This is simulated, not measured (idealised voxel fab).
Proc. module: voxel wiring stack
Each square cell in cross-section cut measures 5 nm, and the section as a whole is 225 nm wide.
Throughout this document, each cross-section is represented as a grid of square cells and is presented as a sequence of bands enumerated from the top downward, where a band comprises one or more rows of cells.
Top height, bottom height, nm. Materials left to right, width each, nm. Single material + "all across" = fills band edge to edge. "air" = empty.
For the purposes of this specification, 0 denotes the height below which the wafer in its as-received condition is composed wholly of one material, and the lowermost band, lacking a lower limit, extends downward without end, as expressed in "z 0 and below".
It should be noted that a width expressed as "30..40" varies in equal increments from row to row of cells within the band, taking the value of the first number at the top row and that of the second number at the bottom row.
The designation "all unchanged", where it is given for a processing step, indicates that no cell of the cross-section was altered in the course of that step.
This entry, "Closed void list", enumerates those empty regions of no fewer than 8 cells that possess no open connection to the top. Each region is reported in the form width x height at distance, the distance being taken from the left edge, with all three quantities expressed in nm.
What comes after the settings on a step's line is commentary from the simulator itself on that step.
overlay nm: for a step with a mask, the amount by which the mask lay right of where it was planned; a negative amount means left of it.

The planned process steps are enumerated hereunder:
1: RECEIVE (material Si)
2: CONFORMAL_DEP (material SiO2; thk nm 10)
3: DIRECTIONAL_DEP (material TiN; thk nm 5)
4: DIRECTIONAL_DEP (material W; thk nm 20)
5: DIRECTIONAL_DEP (material aC; thk nm 15)
6: PATTERN (tone cover; mask id METAL_1; material resist; width nm 30; pitch nm 55; thk nm 30; overlay nm 0)
7: DIRECTIONAL_ETCH (etch materials aC; depth nm 15)
8: STRIP (etch materials resist)
9: DIRECTIONAL_ETCH (etch materials W; depth nm 20)
10: DIRECTIONAL_ETCH (etch materials TiN; depth nm 5)
11: STRIP (etch materials aC)
12: CONFORMAL_DEP (material SiCN; thk nm 5)
13: FILL_DEP (material lowk; thk nm 5)
14: CMP (height nm 35)
15: CONFORMAL_DEP (material SiCN; thk nm 5)
16: DIRECTIONAL_DEP (material SiO2; thk nm 35)
17: DIRECTIONAL_DEP (material aC; thk nm 15)
18: PATTERN (tone open; mask id METAL_2; material resist; width nm 30; pitch nm 55; thk nm 35; overlay nm 0)
19: DIRECTIONAL_ETCH (etch materials aC; depth nm 15)
20: STRIP (etch materials resist)
21: DIRECTIONAL_ETCH (etch materials SiO2; depth nm 20)
22: STRIP (etch materials aC)
23: DIRECTIONAL_DEP (material aC; thk nm 15)
24: PATTERN (tone open; mask id METAL_2_HOLES; material resist; width nm 15; pitch nm 55; thk nm 35; overlay nm 0)
25: DIRECTIONAL_ETCH (etch materials aC; depth nm 15)
26: STRIP (etch materials resist)
27: DIRECTIONAL_ETCH (etch materials SiO2; depth nm 15)
28: DIRECTIONAL_ETCH (etch materials SiCN; depth nm 5)
29: STRIP (etch materials aC)
30: CONFORMAL_DEP (material TiN; thk nm 5)
31: FILL_DEP (material Ru; thk nm 10)
32: CMP (height nm 75)
33: CONFORMAL_DEP (material SiCN; thk nm 5)
34: DIRECTIONAL_DEP (material lowk; thk nm 10)
35: DIRECTIONAL_DEP (material aC; thk nm 10)
36: PATTERN (tone open; mask id PLUG_2; material resist; width nm 15; pitch nm 55; thk nm 30; overlay nm 0)
37: DIRECTIONAL_ETCH (etch materials aC; depth nm 10)
38: STRIP (etch materials resist)
39: DIRECTIONAL_ETCH (etch materials lowk; depth nm 10)
40: DIRECTIONAL_ETCH (etch materials SiCN; depth nm 5)
41: STRIP (etch materials aC)
42: CONFORMAL_DEP (material TiN; thk nm 5)
43: FILL_DEP (material W; thk nm 10)
44: CMP (height nm 90)
45: DIRECTIONAL_DEP (material TiN; thk nm 5)
46: DIRECTIONAL_DEP (material Ru; thk nm 25)
47: DIRECTIONAL_DEP (material aC; thk nm 10)
48: PATTERN (tone cover; mask id METAL_3; material resist; width nm 30; pitch nm 55; thk nm 25; overlay nm 0)
49: DIRECTIONAL_ETCH (etch materials aC; depth nm 10)
50: STRIP (etch materials resist)
51: DIRECTIONAL_ETCH (etch materials Ru; depth nm 25)
52: DIRECTIONAL_ETCH (etch materials TiN; depth nm 5)
53: STRIP (etch materials aC)
54: CONFORMAL_DEP (material SiCN; thk nm 5)
55: FILL_DEP (material lowk; thk nm 10)
56: CMP (height nm 120)
57: CONFORMAL_DEP (material SiN; thk nm 5)

Here's what the wafer looked like in cross-section when it arrived - that's after step 1:
    z 0 and below: Si all across
    Closed void list: none

Wafer cross-section at end of module: start and plan as shown above, one execution error:
    z 125 to 120: SiN all across
    z 120 to 95: lowk: 10 | SiCN: 5 | Ru: 30 | SiCN: 5 | lowk: 15 | SiCN: 5 | Ru: 30 | SiCN: 5 | lowk: 15 | SiCN: 5 | Ru: 30 | SiCN: 5 | lowk: 15 | SiCN: 5 | Ru: 30 | SiCN: 5 | lowk: 10
    z 95 to 90: SiCN: 15 | TiN: 30 | SiCN: 25 | TiN: 30 | SiCN: 25 | TiN: 30 | SiCN: 25 | TiN: 30 | SiCN: 15
    z 90 to 80: lowk: 15 | TiN: 5 | W: 5 | TiN: 5 | lowk: 40 | TiN: 5 | W: 5 | TiN: 5 | lowk: 40 | TiN: 5 | W: 5 | TiN: 5 | lowk: 40 | TiN: 5 | W: 5 | TiN: 5 | lowk: 30
    z 80 to 75: SiCN: 15 | TiN: 15 | SiCN: 40 | TiN: 15 | SiCN: 40 | TiN: 15 | SiCN: 40 | TiN: 15 | SiCN: 30
    z 75 to 45: SiO2: 15 | TiN: 5 | Ru: 20 | TiN: 5 | SiO2: 25 | TiN: 5 | Ru: 20 | TiN: 5 | SiO2: 25 | TiN: 5 | Ru: 20 | TiN: 5 | SiO2: 25 | TiN: 5 | Ru: 20 | TiN: 5 | SiO2: 15
    z 45 to 40: SiO2: 15 | TiN: 5 | Ru: 5 | TiN: 20 | SiO2: 25 | TiN: 5 | Ru: 5 | TiN: 20 | SiO2: 25 | TiN: 5 | Ru: 5 | TiN: 20 | SiO2: 25 | TiN: 5 | Ru: 5 | TiN: 20 | SiO2: 15
    z 40 to 35: SiCN: 15 | TiN: 15 | SiCN: 40 | TiN: 15 | SiCN: 40 | TiN: 15 | SiCN: 40 | TiN: 15 | SiCN: 30
    z 35 to 15: lowk: 10 | SiCN: 5 | W: 30 | SiCN: 5 | lowk: 15 | SiCN: 5 | W: 30 | SiCN: 5 | lowk: 15 | SiCN: 5 | W: 30 | SiCN: 5 | lowk: 15 | SiCN: 5 | W: 30 | SiCN: 5 | lowk: 10
    z 15 to 10: SiCN: 15 | TiN: 30 | SiCN: 25 | TiN: 30 | SiCN: 25 | TiN: 30 | SiCN: 25 | TiN: 30 | SiCN: 15
    z 10 to 0: SiO2 all across
    z 0 and below: Si all across
    Closed void list: none
Which mistake was made when the wafer was run? step 21 in the plan was executed twice
